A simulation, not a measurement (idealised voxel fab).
The process module presented herein is designated voxel self aligned contacts.
Cross-section cut: width 205 nm, square cells of 5 nm.
Cross-section layout: square cells on a grid; listed as bands, top to bottom; a band spans one or more cell rows.
Read a band's entry like this: the first values are the height of its top and the height of its bottom in nm, and what follows is the sequence of materials from left to right, each with its width in nm. Note that "empty" is empty space, and that a single material marked "throughout" reaches across the band from edge to edge.
Beneath 0, the wafer as received is one material, and that level is where height counting begins. The lowest band goes on downward without a bottom; it is written like "top 0, no bottom".
Per-row width for "30..40": begins at first number (top row of band), ends at second number (bottom row), increment between rows held constant.
Given "no alterations made" for a step, no cell of the cross-section differs between before and after that step.
The label "Internal closed voids" introduces a list of the empty spaces, 8 cells or larger, that have no open way up to the top; each entry in it reads width x height at distance, where the distance is taken from the left edge and all three are stated in nm.
Formally, on a step line, whatever follows the settings is a remark that the simulator itself makes on the step.
Among the settings permitted on a step's line is "overlay nm"; applied to a step with a mask, it specifies the extent to which the mask lay to the right of its planned position, whereas a negative figure signifies a position to the left.

-- Planned process steps
1: RECEIVE | material Si
2: CONFORMAL_DEP | material SiO2 | thk nm 5
3: DIRECTIONAL_DEP | material polySi | thk nm 20
4: DIRECTIONAL_DEP | material SiN | thk nm 20
5: MASKED_ETCH | tone cover | mask id GATE | width nm 25 | pitch nm 50 | etch materials SiN | depth nm 20 | overlay nm 0
6: MASKED_ETCH | tone cover | mask id GATE | width nm 25 | pitch nm 50 | etch materials polySi | depth nm 20 | overlay nm 0
7: CONFORMAL_DEP | material SiN | thk nm 5
8: DIRECTIONAL_ETCH | etch materials SiN | depth nm 5
9: FILL_DEP | material SiO2 | thk nm 15
10: CMP | height nm 50
11: PATTERN | tone open | mask id CONTACT | material resist | width nm 35 | pitch nm 50 | thk nm 15 | overlay nm 0
12: DIRECTIONAL_ETCH | etch materials SiO2 | depth nm 50
13: STRIP | etch materials resist
14: CONFORMAL_DEP | material TiN | thk nm 5
15: FILL_DEP | material W | thk nm 10
16: CMP | height nm 50
17: CONFORMAL_DEP | material SiCN | thk nm 5

-- Incoming wafer in cross-section (state: after step 1)
> top 0, no bottom = Si throughout
> Internal closed voids: none

-- Cross-sectional image of the first of two wafers at the end of the module, the run having proceeded as planned
> top 55, bottom 50 = SiCN throughout
> top 50, bottom 45 = 60 of SiO2 | 15 of TiN | 5 of W | 15 of TiN | 15 of SiO2 | 15 of TiN | 5 of W | 15 of TiN | 60 of SiO2
> top 45, bottom 25 = 35 of SiO2 | 35 of SiN | 5 of TiN | 5 of W | 5 of TiN | 35 of SiN | 5 of TiN | 5 of W | 5 of TiN | 35 of SiN | 35 of SiO2
> top 25, bottom 5 = 35 of SiO2 | 5 of SiN | 25 of polySi | 5 of SiN | 5 of TiN | 5 of W | 5 of TiN | 5 of SiN | 25 of polySi | 5 of SiN | 5 of TiN | 5 of W | 5 of TiN | 5 of SiN | 25 of polySi | 5 of SiN | 35 of SiO2
> top 5, bottom 0 = 70 of SiO2 | 15 of TiN | 35 of SiO2 | 15 of TiN | 70 of SiO2
> top 0, no bottom = Si throughout
> Internal closed voids: none

-- Wafer two, end of module, cross-section. Same start, same plan as wafer one. One mistake in the run
> top 55, bottom 50 = SiCN throughout
> top 50, bottom 45 = 60 of SiO2 | 15 of TiN | 5 of W | 15 of TiN | 15 of SiO2 | 15 of TiN | 5 of W | 15 of TiN | 60 of SiO2
> top 45, bottom 25 = 35 of SiO2 | 35 of SiN | 5 of TiN | 5 of W | 5 of TiN | 35 of SiN | 5 of TiN | 5 of W | 5 of TiN | 35 of SiN | 35 of SiO2
> top 25, bottom 15 = 35 of SiO2 | 5 of SiN | 25 of polySi | 5 of SiN | 5 of TiN | 5 of W | 5 of TiN | 5 of SiN | 25 of polySi | 5 of SiN | 5 of TiN | 5 of W | 5 of TiN | 5 of SiN | 25 of polySi | 5 of SiN | 35 of SiO2
> top 15, bottom 10 = 35 of SiO2 | 5 of SiN | 25 of polySi | 5 of SiN | 15 of TiN | 5 of SiN | 25 of polySi | 5 of SiN | 15 of TiN | 5 of SiN | 25 of polySi | 5 of SiN | 35 of SiO2
> top 10, bottom 5 = 40 of SiN | 25 of polySi | 25 of SiN | 25 of polySi | 25 of SiN | 25 of polySi | 40 of SiN
> top 5, bottom 0 = SiO2 throughout
> top 0, no bottom = Si throughout
> Internal closed voids: none
Misprocessing identified: steps 7 and 8 swapped
Final wafer comparison in cells, second versus first, more or fewer per material: +20 SiN, -8 SiO2, -8 TiN, -4 W
